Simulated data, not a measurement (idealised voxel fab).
process module | voxel fin reveal
cross-section cut | 175 nm wide | cells 5 nm
A cross-section is a grid of square cells, given in bands from the top down. A band is one or more rows of cells.
Each band's line starts with the height of the band's top and of its bottom, in nm. Then come its materials from left to right, each with its width in nm. One material with "throughout" fills the band from edge to edge. "air" is empty space.
Height 0 is the level under which the wafer as received is all one material. The lowest band goes on downwards, as in "0 down".
A width such as "30 to 40" changes by the same amount from each row of cells to the next, from the band's top row to its bottom row.
"no change" after a step means that no cell of the cross-section changed.
closed voids: empty space of 8 cells or more with no open way to the top, each as width x height at its distance from the left edge, in nm
after a step's settings: what the simulator itself notes on the step
overlay nm, on a step with a mask: how far to the right of its planned place the mask lay; to the left if negative
plan
1 op RECEIVE | material Si
2 op CONFORMAL_DEP | material SiN | thk nm 10
3 op DIRECTIONAL_DEP | material aC | thk nm 10
4 op PATTERN | tone cover | mask id FINS | material resist | width nm 15 | pitch nm 45 | thk nm 25 | overlay nm 0
5 op DIRECTIONAL_ETCH | etch materials aC | depth nm 10
6 op STRIP | etch materials resist
7 op DIRECTIONAL_ETCH | etch materials SiN | depth nm 10
8 op DIRECTIONAL_ETCH | etch materials Si | depth nm 35
9 op STRIP | etch materials aC
10 op FILL_DEP | material SiO2 | thk nm 15
11 op CMP | height nm 10
12 op SELECTIVE_ETCH | etch materials SiO2 | depth nm 35
13 op STRIP | etch materials SiN
as received, after step 1
  0 down: Si throughout
  closed voids: none
first wafer at the end, as planned
  0 to -25: air 35 | Si 15 | air 30 | Si 15 | air 30 | Si 15 | air 35
  -25 to -35: SiO2 35 | Si 15 | SiO2 30 | Si 15 | SiO2 30 | Si 15 | SiO2 35
  -35 down: Si throughout
  closed voids: none
second wafer at the end: like start, like plan, one mistake
  0 to -25: air 35 | Si 20 | air 25 | Si 20 | air 25 | Si 20 | air 30
  -25 to -35: SiO2 35 | Si 20 | SiO2 25 | Si 20 | SiO2 25 | Si 20 | SiO2 30
  -35 down: Si throughout
  closed voids: none
what went wrong: step 4 ran as: op PATTERN | tone cover | mask id FINS | material resist | width nm 20 | pitch nm 45 | thk nm 25 | overlay nm 0
at the end the second wafer has, in cells: 21 more of Si | 6 fewer of SiO2
